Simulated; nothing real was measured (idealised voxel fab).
The process module presented herein is designated voxel self aligned contacts.
Section cut is 255 nm wide and gridded with 5 nm square cells.
Each cross-section below is a grid of square cells, stated as bands in top-down order, with one or more rows of cells making up each band.
Read a band's entry like this: the first values are the height of its top and the height of its bottom in nm, and what follows is the sequence of materials from left to right, each with its width in nm. Note that "empty" is empty space, and that a single material marked "everywhere" reaches across the band from edge to edge.
Heights are expressed relative to 0, this being the level below which the as-received wafer comprises one material exclusively. The lowest band is unbounded in the downward direction and is denoted as in "0 -> down".
Think of "30->40" as a width that walks from the first number to the second as you go down the band, top row to bottom row, taking equal-sized steps from row to row.
Given "left unchanged" for a step, no cell of the cross-section differs between before and after that step.
"Fully closed voids" specifies each empty space that is not open to the top and that occupies no fewer than 8 cells, using the form width x height at distance, the distance measured from the left edge and all three quantities in nm.
Note: text after step settings on the step line = simulator remark on that step.
On any step carrying a mask, the "overlay nm" setting, if present on the step's line, tells how far right of its planned place the mask lay; negative values point to the left.
Plan:
1,RECEIVE [material Si]
2,CONFORMAL_DEP [material SiO2] [thk nm 5]
3,DIRECTIONAL_DEP [material polySi] [thk nm 30]
4,DIRECTIONAL_DEP [material SiN] [thk nm 25]
5,DIRECTIONAL_DEP [material aC] [thk nm 15]
6,PATTERN [tone cover] [mask id GATE] [material resist] [width nm 25] [pitch nm 75] [thk nm 35] [overlay nm 0]
7,DIRECTIONAL_ETCH [etch materials aC] [depth nm 15]
8,STRIP [etch materials resist]
9,DIRECTIONAL_ETCH [etch materials SiN] [depth nm 25]
10,DIRECTIONAL_ETCH [etch materials polySi] [depth nm 30]
11,STRIP [etch materials aC]
12,CONFORMAL_DEP [material SiN] [thk nm 10]
13,DIRECTIONAL_ETCH [etch materials SiN] [depth nm 10]
14,FILL_DEP [material SiO2] [thk nm 15]
15,CMP [height nm 70]
16,MASKED_ETCH [tone open] [mask id CONTACT] [width nm 60] [etch materials SiO2] [depth nm 70] [overlay nm 0]
17,CONFORMAL_DEP [material TiN] [thk nm 5]
18,FILL_DEP [material W] [thk nm 10]
19,CMP [height nm 70]
20,CONFORMAL_DEP [material SiN] [thk nm 5]
varied across the wafers: width nm of step 6. The plan shows the first wafer's value. All wafers start alike
Cross-section of the first of several received wafers, showing its state after step 1:
    0 -> down | Si everywhere
    Fully closed voids: none
End-of-module cross-section, first of several wafers, after last step 20:
    75 -> 70 | SiN everywhere
    70 -> 60 | SiO2 (95), then TiN (5->20), then W (50->20), then TiN (5->20), then SiO2 (100)
    60 -> 35 | SiO2 (65), then SiN (45), then TiN (5), then W (20), then TiN (5), then SiN (45), then SiO2 (70)
    35 -> 5 | SiO2 (65), then SiN (10), then polySi (25), then SiN (10), then TiN (5), then W (20), then TiN (5), then SiN (10), then polySi (25), then SiN (10), then SiO2 (70)
    5 -> 0 | SiO2 (110), then TiN (30), then SiO2 (115)
    0 -> down | Si everywhere
    Fully closed voids: none
Last wafer, end of module, cross-section:
    75 -> 70 | SiN everywhere
    70 -> 65 | SiO2 (95), then TiN (5), then W (50), then TiN (5), then SiO2 (100)
    65 -> 60 | SiO2 (95), then TiN (60), then SiO2 (100)
    60 -> 35 | SiO2 (55), then SiN (70), then TiN (5), then SiN (70), then SiO2 (55)
    35 -> 5 | SiO2 (55), then SiN (10), then polySi (50), then SiN (10), then TiN (5), then SiN (10), then polySi (50), then SiN (10), then SiO2 (55)
    5 -> 0 | SiO2 (125), then TiN (5), then SiO2 (125)
    0 -> down | Si everywhere
    Fully closed voids: none
Each wafer at the end: cells of each material gained (+) or lost (-) since it was received, then its closed voids:
width nm 25 | +189 SiN | +420 SiO2 | +38 TiN | +58 W | +60 polySi | Fully closed voids: none
width nm 30 | +199 SiN | +410 SiO2 | +38 TiN | +46 W | +72 polySi | Fully closed voids: none
width nm 35 | +209 SiN | +400 SiO2 | +38 TiN | +34 W | +84 polySi | Fully closed voids: none
width nm 40 | +219 SiN | +390 SiO2 | +38 TiN | +22 W | +96 polySi | Fully closed voids: none
width nm 45 | +229 SiN | +380 SiO2 | +38 TiN | +10 W | +108 polySi | Fully closed voids: none
width nm 50 | +239 SiN | +370 SiO2 | +26 TiN | +10 W | +120 polySi | Fully closed voids: none
